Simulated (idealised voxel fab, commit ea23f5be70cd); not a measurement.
The process module presented herein is designated voxel gate over fins.
The cross-section on display is named cut; it measures 245 nm wide, and its cells are 5 nm squares.
When this document writes out a cross-section, it uses a grid of square cells and lists it as bands, beginning at the top and moving down, with a band standing for one or more rows of cells. Band entry format. Leading values: height of top, height of bottom, nm. Remainder: materials in left-to-right order, each with its width in nm. Special words: "throughout" on a single material, which then fills the band edge to edge; "air", empty space. Zero point of the height axis is 0; under it, received wafer = one material. Lowest band: continues down indefinitely, "top 0, no bottom". Width "30 to 40": first value at the band's top row of cells, second value at its bottom row, equal change from row to row. You'll sometimes find "identical to before" written for a step, and that's the way of saying that nowhere in the cross-section did a cell change during that step. Enclosed voids (no open way to top), threshold 8 cells or more, entry "Entrapped voids", notation width x height at distance, distance from left edge, nm. Formally, on a step line, whatever follows the settings is a remark that the simulator itself makes on the step. The line of a step may include "overlay nm". On a step with a mask, this value is how far to the right of its planned place the mask lay. A negative value means the mask lay to the left.
Process steps foreseen in the plan:
1 RECEIVE, material Si
2 CONFORMAL_DEP, material SiN, thk nm 5
3 PATTERN, tone cover, mask id FINS, material resist, width nm 15, pitch nm 35, thk nm 15, overlay nm 0
4 DIRECTIONAL_ETCH, etch materials SiN, depth nm 5
5 DIRECTIONAL_ETCH, etch materials Si, depth nm 40
6 STRIP, etch materials resist
7 FILL_DEP, material SiO2, thk nm 10
8 CMP, height nm 5
9 SELECTIVE_ETCH, etch materials SiO2, depth nm 15
10 STRIP, etch materials SiN
11 CONFORMAL_DEP, material HfO2, thk nm 5
12 CONFORMAL_DEP, material TiN, thk nm 5
13 FILL_DEP, material W, thk nm 15
14 CMP, height nm 20
15 CONFORMAL_DEP, material SiCN, thk nm 5
Delivered wafer in cross-section: state after step 1:
  top 0, no bottom: Si throughout
  Entrapped voids: none
End state of the module in cross-section, given the above starting point and plan and one mistake in execution:
  top 25, bottom 20: SiCN throughout
  top 20, bottom 5: W throughout
  top 5, bottom 0: W 55, TiN 25, W 10, TiN 25, W 10, TiN 25, W 10, TiN 25, W 60
  top 0, bottom -5: W 55, TiN 5, Si 15, TiN 5, W 10, TiN 5, Si 15, TiN 5, W 10, TiN 5, Si 15, TiN 5, W 10, TiN 5, Si 15, TiN 5, W 60
  top -5, bottom -10: TiN 60, Si 15, TiN 20, Si 15, TiN 20, Si 15, TiN 20, Si 15, TiN 65
  top -10, bottom -40: SiO2 60, Si 15, SiO2 20, Si 15, SiO2 20, Si 15, SiO2 20, Si 15, SiO2 65
  top -40, no bottom: Si throughout
  Entrapped voids: none
In executing the process, a mistake was made relative to the plan: step 11 of the plan did not run at all; it was left out
